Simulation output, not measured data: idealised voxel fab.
process module | voxel self aligned vias
cross-section cut | 200 nm wide | cells 5 nm
A cross-section is a grid of square cells, given in bands from the top down. A band is one or more rows of cells.
Each band's line starts with the height of the band's top and of its bottom, in nm. Then come its materials from left to right, each with its width in nm. One material with "throughout" fills the band from edge to edge. "air" is empty space.
Height 0 is the level under which the wafer as received is all one material. The lowest band goes on downwards, as in "0 down".
A width such as "30 to 40" changes by the same amount from each row of cells to the next, from the band's top row to its bottom row.
"no change" after a step means that no cell of the cross-section changed.
closed voids: empty space of 8 cells or more with no open way to the top, each as width x height at its distance from the left edge, in nm
after a step's settings: what the simulator itself notes on the step
overlay nm, on a step with a mask: how far to the right of its planned place the mask lay; to the left if negative
plan
1 op RECEIVE | material Si
2 op CONFORMAL_DEP | material SiO2 | thk nm 10
3 op CONFORMAL_DEP | material SiCN | thk nm 5
4 op DIRECTIONAL_DEP | material SiO2 | thk nm 20
5 op MASKED_ETCH | tone open | mask id LINES | width nm 30 | pitch nm 75 | etch materials SiO2 | depth nm 20 | overlay nm 0
6 op CONFORMAL_DEP | material TiN | thk nm 5
7 op FILL_DEP | material Ru | thk nm 5
8 op CMP | height nm 35
9 op SELECTIVE_ETCH | etch materials W Ru TiN | depth nm 5
10 op FILL_DEP | material SiN | thk nm 5
11 op CMP | height nm 35
12 op DIRECTIONAL_DEP | material SiO2 | thk nm 20
13 op MASKED_ETCH | tone open | mask id VIAS | width nm 50 | pitch nm 75 | etch materials SiO2 | depth nm 20 | overlay nm 0
14 op MASKED_ETCH | tone open | mask id VIAS | width nm 50 | pitch nm 75 | etch materials SiN | depth nm 5 | overlay nm 0
15 op CONFORMAL_DEP | material TiN | thk nm 5
16 op FILL_DEP | material W | thk nm 5
17 op CMP | height nm 45
18 op CONFORMAL_DEP | material SiN | thk nm 5
varied across the wafers: height nm of step 17. The plan shows the first wafer's value. All wafers start alike
first wafer as received, after step 1
  0 down: Si throughout
  closed voids: none
each wafer at the end: cells of each material gained (+) or lost (-) since it was received, then its closed voids
height nm 45 | +16 Ru | +40 SiCN | +40 SiN | +232 SiO2 | +48 TiN | +24 W | closed voids: none
height nm 50 | +16 Ru | +40 SiCN | +40 SiN | +252 SiO2 | +52 TiN | +40 W | closed voids: none
height nm 55 | +16 Ru | +40 SiCN | +40 SiN | +272 SiO2 | +56 TiN | +56 W | closed voids: none
height nm 60 | +16 Ru | +40 SiCN | +40 SiN | +272 SiO2 | +80 TiN | +72 W | closed voids: none
height nm 65 | +16 Ru | +40 SiCN | +40 SiN | +272 SiO2 | +80 TiN | +112 W | closed voids: none
